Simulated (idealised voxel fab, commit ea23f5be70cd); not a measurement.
voxel ribs on slabs: a process module
Section cut is 155 nm wide and gridded with 5 nm square cells.
Notation: cross-section as square-cell grid; stated in bands, top first, going down; one or more cell rows per band.
Top, bottom (nm), then materials left to right with widths (nm); lone material tagged "everywhere" fills the whole band edge to edge; "blank" = empty space.
Basically, 0 is our baseline, since under it the wafer straight out of the box is all one material. The bottom band has no lower end and keeps on going down, so it looks like "top 0, no bottom".
The notation "30..40" denotes a width that varies across the rows of cells in the band, beginning at the first number in the top row, finishing at the second number in the bottom row, and changing by an identical amount from each row to the next.
"identical to before" (step): cross-section cells unchanged, all of them.
For the entry "Closed-off voids", the listed items are empty spaces with no open way to the top whose size is 8 cells or more; each item follows the pattern width x height at distance, where distance is from the left edge and all three are in nm.
Past the settings on a step's line: simulator remark, on that step.
Each step line may optionally specify "overlay nm", which for a step with a mask gives the rightward distance between the mask's planned place and where it lay, a negative value indicating the leftward direction.

[Process steps - plan]
step 1: RECEIVE,material Si
step 2: DIRECTIONAL_DEP,material SiO2,thk nm 20
step 3: DIRECTIONAL_DEP,material polySi,thk nm 25
step 4: MASKED_ETCH,tone cover,mask id RIB,width nm 20,etch materials polySi,depth nm 20,overlay nm 0
step 5: MASKED_ETCH,tone cover,mask id SLAB,width nm 70,etch materials polySi,depth nm 5,overlay nm 0
step 6: FILL_DEP,material SiO2,thk nm 20
step 7: CMP,height nm 55
step 8: DIRECTIONAL_DEP,material TiN,thk nm 10
step 9: PATTERN,tone cover,mask id HEATER,material resist,width nm 30,thk nm 20,overlay nm 0
step 10: DIRECTIONAL_ETCH,etch materials TiN,depth nm 10
step 11: STRIP,etch materials resist
step 12: CONFORMAL_DEP,material SiO2,thk nm 5

[First of two wafers, with the run carried out as planned]

[Cross-section, incoming material, after step 1]
    top 0, no bottom: Si everywhere
    Closed-off voids: none

[Take a look at the wafer's cross-section after step 2]
    top 20, bottom 0: SiO2 everywhere
    Below 0 it's all the same as before, nothing changed down there.

[Take a look at the wafer's cross-section after step 3]
    top 45, bottom 20: polySi everywhere
    Below 20 it's all the same as before, nothing changed down there.

[Take a look at the wafer's cross-section after step 4]
    top 45, bottom 25: blank 65 nm, polySi 20 nm, blank 70 nm
    Below 25 it's all the same as before, nothing changed down there.

[Take a look at the wafer's cross-section after step 5]
    top 45, bottom 25: blank 65 nm, polySi 20 nm, blank 70 nm
    top 25, bottom 20: blank 40 nm, polySi 70 nm, blank 45 nm
    Below 20 it's all the same as before, nothing changed down there.

[Take a look at the wafer's cross-section after step 6]
    top 65, bottom 45: SiO2 everywhere
    top 45, bottom 25: SiO2 65 nm, polySi 20 nm, SiO2 70 nm
    top 25, bottom 20: SiO2 40 nm, polySi 70 nm, SiO2 45 nm
    Below 20 it's all the same as before, nothing changed down there.

[Take a look at the wafer's cross-section after step 7]
    top 55, bottom 45: SiO2 everywhere
    Below 45 it's all the same as before, nothing changed down there.

[Take a look at the wafer's cross-section after step 8]
    top 65, bottom 55: TiN everywhere
    Below 55 it's all the same as before, nothing changed down there.

[Take a look at the wafer's cross-section after step 9]
    top 85, bottom 65: blank 60 nm, resist 30 nm, blank 65 nm
    Below 65 it's all the same as before, nothing changed down there.

[Take a look at the wafer's cross-section after step 10]
    top 85, bottom 65: blank 60 nm, resist 30 nm, blank 65 nm
    top 65, bottom 55: blank 60 nm, TiN 30 nm, blank 65 nm
    Below 55 it's all the same as before, nothing changed down there.

[Take a look at the wafer's cross-section after step 11]
    top 65, bottom 55: blank 60 nm, TiN 30 nm, blank 65 nm
    Below 55 it's all the same as before, nothing changed down there.

[Take a look at the wafer's cross-section after step 12]
    top 70, bottom 65: blank 55 nm, SiO2 40 nm, blank 60 nm
    top 65, bottom 60: blank 55 nm, SiO2 5 nm, TiN 30 nm, SiO2 5 nm, blank 60 nm
    top 60, bottom 55: SiO2 60 nm, TiN 30 nm, SiO2 65 nm
    Below 55 it's all the same as before, nothing changed down there.

[Second wafer, same starting state and plan as the first, one mistake in the run, identical through step 8]

[Second wafer: cross-section at the scheduled end of step 9]
    top 85, bottom 65: blank 55 nm, resist 40 nm, blank 60 nm
    Below 65 it's all the same as before, nothing changed down there.

[Second wafer: cross-section at the scheduled end of step 10]
    top 85, bottom 65: blank 55 nm, resist 40 nm, blank 60 nm
    top 65, bottom 55: blank 55 nm, TiN 40 nm, blank 60 nm
    Below 55 it's all the same as before, nothing changed down there.

[Second wafer: cross-section at the scheduled end of step 11]
    top 65, bottom 55: blank 55 nm, TiN 40 nm, blank 60 nm
    Below 55 it's all the same as before, nothing changed down there.

[Second wafer: cross-section at the scheduled end of step 12]
    top 70, bottom 65: blank 50 nm, SiO2 50 nm, blank 55 nm
    top 65, bottom 60: blank 50 nm, SiO2 5 nm, TiN 40 nm, SiO2 5 nm, blank 55 nm
    top 60, bottom 55: SiO2 55 nm, TiN 40 nm, SiO2 60 nm
    Below 55 it's all the same as before, nothing changed down there.
Run error: for step 9, the planned setting was not used; the step was instead run as PATTERN,tone cover,mask id HEATER,material resist,width nm 40,thk nm 20,overlay nm 0
Once processing is complete, comparing cell counts shows that the second wafer has more or fewer of certain materials than the first: +4 TiN
